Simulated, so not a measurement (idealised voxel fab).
process module | voxel plated lines
cross-section cut | 165 nm wide | cells 5 nm
A cross-section is a grid of square cells, given in bands from the top down. A band is one or more rows of cells.
Each band's line starts with the height of the band's top and of its bottom, in nm. Then come its materials from left to right, each with its width in nm. One material with "throughout" fills the band from edge to edge. "air" is empty space.
Height 0 is the level under which the wafer as received is all one material. The lowest band goes on downwards, as in "0 down".
A width such as "30 to 40" changes by the same amount from each row of cells to the next, from the band's top row to its bottom row.
"no change" after a step means that no cell of the cross-section changed.
closed voids: empty space of 8 cells or more with no open way to the top, each as width x height at its distance from the left edge, in nm
after a step's settings: what the simulator itself notes on the step
overlay nm, on a step with a mask: how far to the right of its planned place the mask lay; to the left if negative
plan
1 op RECEIVE | material Si
2 op CONFORMAL_DEP | material Al2O3 | thk nm 10
3 op DIRECTIONAL_DEP | material TiN | thk nm 5
4 op PATTERN | tone open | mask id LINES | material resist | width nm 15 | pitch nm 40 | thk nm 35 | overlay nm 0
5 op EPI | material Ru | thk nm 5
6 op EPI | material Ru | thk nm 10
7 op EPI | material Ru | thk nm 10
8 op STRIP | etch materials resist
9 op DIRECTIONAL_ETCH | etch materials TiN | depth nm 5
10 op CONFORMAL_DEP | material SiO2 | thk nm 10
as received, after step 1
  0 down: Si throughout
  closed voids: none
a wafer at the end: this start, this plan, one mistake
  60 to 50: air 25 | SiO2 35 | air 5 | SiO2 35 | air 5 | SiO2 35 | air 25
  50 to 30: air 25 | SiO2 10 | Ru 15 | SiO2 10 | air 5 | SiO2 10 | Ru 15 | SiO2 10 | air 5 | SiO2 10 | Ru 15 | SiO2 10 | air 25
  30 to 25: SiO2 35 | Ru 15 | SiO2 25 | Ru 15 | SiO2 25 | Ru 15 | SiO2 35
  25 to 20: SiO2 35 | TiN 15 | SiO2 25 | TiN 15 | SiO2 25 | TiN 15 | SiO2 35
  20 to 10: TiN throughout
  10 to 0: Al2O3 throughout
  0 down: Si throughout
  closed voids: none
what went wrong: step 3 ran as: op DIRECTIONAL_DEP | material TiN | thk nm 15
